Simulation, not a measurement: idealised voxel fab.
Proc. module: voxel transistor to metal
We display cut, a cross-section 185 nm in width whose square cells are each 5 nm.
We lay out every cross-section as a grid of square cells and spell it out in bands from the top down, where one band means one or more rows of cells.
Heights first: top, then bottom, in nm. Then materials, left to right, each with a width in nm. "full width" on a single material: fills the band edge to edge. "empty": empty space.
For the purposes of this specification, 0 denotes the height below which the wafer in its as-received condition is composed wholly of one material, and the lowermost band, lacking a lower limit, extends downward without end, as expressed in "0 nm and below".
Width: "30 to 40" (first number = top row, second number = bottom row, same change from row to row of cells).
Reading "no change occurred" for a step: not a cell of the cross-section changed in it.
Each empty space that has no open way to the top and spans at least 8 cells appears under "Fully closed voids" as width x height at distance, the distance counted from the left edge, all in nm.
On each step's line, the part that comes after the settings is the simulator's own comment on the step.
A step line may carry the setting "overlay nm", which, for steps involving a mask, states the distance by which the mask lay to the right of its intended position; negative values denote displacement to the left.

[Process steps (planned)]
1: RECEIVE,material Si
2: OXIDIZE,depth nm 5
3: CONFORMAL_DEP,material SiN,thk nm 15
4: DIRECTIONAL_DEP,material aC,thk nm 10
5: PATTERN,tone cover,mask id ACTIVE,material resist,width nm 105,thk nm 30,overlay nm 0
6: DIRECTIONAL_ETCH,etch materials aC,depth nm 10
7: STRIP,etch materials resist
8: DIRECTIONAL_ETCH,etch materials SiN,depth nm 15
9: DIRECTIONAL_ETCH,etch materials SiO2,depth nm 5
10: DIRECTIONAL_ETCH,etch materials Si,depth nm 35
11: STRIP,etch materials aC
12: FILL_DEP,material SiO2,thk nm 10
13: CMP,height nm 15
14: SELECTIVE_ETCH,etch materials SiO2,depth nm 10
15: STRIP,etch materials SiN
16: SELECTIVE_ETCH,etch materials SiO2,depth nm 5
17: OXIDIZE,depth nm 5
18: DIRECTIONAL_DEP,material polySi,thk nm 20
19: DIRECTIONAL_DEP,material SiCN,thk nm 10
20: MASKED_ETCH,tone cover,mask id GATE,width nm 25,etch materials SiCN,depth nm 20,overlay nm 0
21: MASKED_ETCH,tone cover,mask id GATE,width nm 25,etch materials polySi,depth nm 30,overlay nm 0
22: CONFORMAL_DEP,material SiN,thk nm 5
23: DIRECTIONAL_ETCH,etch materials SiN,depth nm 5
24: DIRECTIONAL_ETCH,etch materials SiO2,depth nm 5
25: DIRECTIONAL_ETCH,etch materials Si,depth nm 10
26: EPI,material pSi,thk nm 10
27: FILL_DEP,material SiO2,thk nm 10
28: CMP,height nm 25
29: DIRECTIONAL_DEP,material SiO2,thk nm 10
30: PATTERN,tone open,mask id CONTACT,material resist,width nm 30,pitch nm 65,thk nm 15,overlay nm 0
31: DIRECTIONAL_ETCH,etch materials SiO2,depth nm 45
32: STRIP,etch materials resist
33: CONFORMAL_DEP,material TiN,thk nm 5
34: FILL_DEP,material Ru,thk nm 10
35: CMP,height nm 35
36: DIRECTIONAL_DEP,material TiN,thk nm 5
37: DIRECTIONAL_DEP,material W,thk nm 20
38: DIRECTIONAL_DEP,material aC,thk nm 15
39: PATTERN,tone cover,mask id METAL_1,material resist,width nm 15,pitch nm 80,thk nm 35,overlay nm 0
40: DIRECTIONAL_ETCH,etch materials aC,depth nm 15
41: STRIP,etch materials resist
42: DIRECTIONAL_ETCH,etch materials W,depth nm 20
43: DIRECTIONAL_ETCH,etch materials TiN,depth nm 5
44: STRIP,etch materials aC
45: FILL_DEP,material SiO2,thk nm 10
46: CMP,height nm 60
47: CONFORMAL_DEP,material SiCN,thk nm 5
48: DIRECTIONAL_DEP,material lowk,thk nm 30
49: DIRECTIONAL_DEP,material aC,thk nm 10
50: PATTERN,tone open,mask id METAL_2,material resist,width nm 15,pitch nm 80,thk nm 25,overlay nm 0
51: DIRECTIONAL_ETCH,etch materials aC,depth nm 10
52: STRIP,etch materials resist
53: DIRECTIONAL_ETCH,etch materials lowk,depth nm 15
54: STRIP,etch materials aC
55: DIRECTIONAL_DEP,material aC,thk nm 10
56: PATTERN,tone open,mask id METAL_2_HOLES,material resist,width nm 15,pitch nm 80,thk nm 25,overlay nm 0
57: DIRECTIONAL_ETCH,etch materials aC,depth nm 10
58: STRIP,etch materials resist
59: DIRECTIONAL_ETCH,etch materials lowk,depth nm 15
60: DIRECTIONAL_ETCH,etch materials SiCN,depth nm 5
61: STRIP,etch materials aC
62: CONFORMAL_DEP,material TiN,thk nm 5
63: FILL_DEP,material Cu,thk nm 10
64: CMP,height nm 95
65: CONFORMAL_DEP,material SiCN,thk nm 5

[Delivered wafer in cross-section: state after step 1]
- 0 nm and below | Si full width
- Fully closed voids: none

[Run as planned - first of the two wafers cross-sectioned at the end of the module]
- 100 nm to 95 nm | SiCN full width
- 95 nm to 65 nm | 45 of lowk | 5 of TiN | 5 of Cu | 5 of TiN | 65 of lowk | 5 of TiN | 5 of Cu | 5 of TiN | 45 of lowk
- 65 nm to 60 nm | 45 of SiCN | 15 of TiN | 65 of SiCN | 15 of TiN | 45 of SiCN
- 60 nm to 40 nm | 45 of SiO2 | 15 of W | 65 of SiO2 | 15 of W | 45 of SiO2
- 40 nm to 35 nm | 45 of SiO2 | 15 of TiN | 65 of SiO2 | 15 of TiN | 45 of SiO2
- 35 nm to 25 nm | 45 of SiO2 | 5 of TiN | 20 of Ru | 5 of TiN | 35 of SiO2 | 5 of TiN | 20 of Ru | 5 of TiN | 45 of SiO2
- 25 nm to 15 nm | 45 of SiO2 | 5 of TiN | 20 of Ru | 5 of TiN | 5 of SiN | 25 of SiCN | 5 of SiN | 5 of TiN | 20 of Ru | 5 of TiN | 45 of SiO2
- 15 nm to 5 nm | 45 of SiO2 | 5 of TiN | 20 of Ru | 5 of TiN | 5 of SiN | 25 of polySi | 5 of SiN | 5 of TiN | 20 of Ru | 5 of TiN | 45 of SiO2
- 5 nm to 0 nm | 45 of SiO2 | 5 of TiN | 10 of Ru | 15 of TiN | 5 of SiN | 25 of polySi | 5 of SiN | 15 of TiN | 10 of Ru | 5 of TiN | 45 of SiO2
- 0 nm to -5 nm | 35 of SiO2 | 5 of SiN | 5 of SiO2 | 5 of TiN | 10 of Ru | 5 of TiN | 10 of pSi | 5 of SiN | 25 of polySi | 5 of SiN | 10 of pSi | 5 of TiN | 10 of Ru | 5 of TiN | 5 of SiO2 | 5 of SiN | 35 of SiO2
- -5 nm to -10 nm | 45 of SiO2 | 20 of TiN | 10 of pSi | 35 of SiO2 | 10 of pSi | 20 of TiN | 45 of SiO2
- -10 nm to -20 nm | 40 of SiO2 | 35 of pSi | 35 of Si | 35 of pSi | 40 of SiO2
- -20 nm to -40 nm | 40 of SiO2 | 105 of Si | 40 of SiO2
- -40 nm and below | Si full width
- Fully closed voids: none

[Wafer two (of two), end-of-module cross-section: start = wafer one, plan = wafer one, one run mistake]
- 115 nm to 110 nm | SiCN full width
- 110 nm to 100 nm | Cu full width
- 100 nm to 95 nm | 50 of TiN | 5 of Cu | 75 of TiN | 5 of Cu | 50 of TiN
- 95 nm to 65 nm | 45 of lowk | 5 of TiN | 5 of Cu | 5 of TiN | 65 of lowk | 5 of TiN | 5 of Cu | 5 of TiN | 45 of lowk
- 65 nm to 60 nm | 45 of SiCN | 15 of TiN | 65 of SiCN | 15 of TiN | 45 of SiCN
- 60 nm to 40 nm | 45 of SiO2 | 15 of W | 65 of SiO2 | 15 of W | 45 of SiO2
- 40 nm to 35 nm | 45 of SiO2 | 15 of TiN | 65 of SiO2 | 15 of TiN | 45 of SiO2
- 35 nm to 25 nm | 45 of SiO2 | 5 of TiN | 20 of Ru | 5 of TiN | 35 of SiO2 | 5 of TiN | 20 of Ru | 5 of TiN | 45 of SiO2
- 25 nm to 15 nm | 45 of SiO2 | 5 of TiN | 20 of Ru | 5 of TiN | 5 of SiN | 25 of SiCN | 5 of SiN | 5 of TiN | 20 of Ru | 5 of TiN | 45 of SiO2
- 15 nm to 5 nm | 45 of SiO2 | 5 of TiN | 20 of Ru | 5 of TiN | 5 of SiN | 25 of polySi | 5 of SiN | 5 of TiN | 20 of Ru | 5 of TiN | 45 of SiO2
- 5 nm to 0 nm | 45 of SiO2 | 5 of TiN | 10 of Ru | 15 of TiN | 5 of SiN | 25 of polySi | 5 of SiN | 15 of TiN | 10 of Ru | 5 of TiN | 45 of SiO2
- 0 nm to -5 nm | 35 of SiO2 | 5 of SiN | 5 of SiO2 | 5 of TiN | 10 of Ru | 5 of TiN | 10 of pSi | 5 of SiN | 25 of polySi | 5 of SiN | 10 of pSi | 5 of TiN | 10 of Ru | 5 of TiN | 5 of SiO2 | 5 of SiN | 35 of SiO2
- -5 nm to -10 nm | 45 of SiO2 | 20 of TiN | 10 of pSi | 35 of SiO2 | 10 of pSi | 20 of TiN | 45 of SiO2
- -10 nm to -20 nm | 40 of SiO2 | 35 of pSi | 35 of Si | 35 of pSi | 40 of SiO2
- -20 nm to -40 nm | 40 of SiO2 | 105 of Si | 40 of SiO2
- -40 nm and below | Si full width
- Fully closed voids: none
Finding, execution versus plan: the plan's step 64 went unexecuted, having been skipped
Cell-count delta at end, second wafer over first, by material: 76 more of Cu; 35 more of TiN
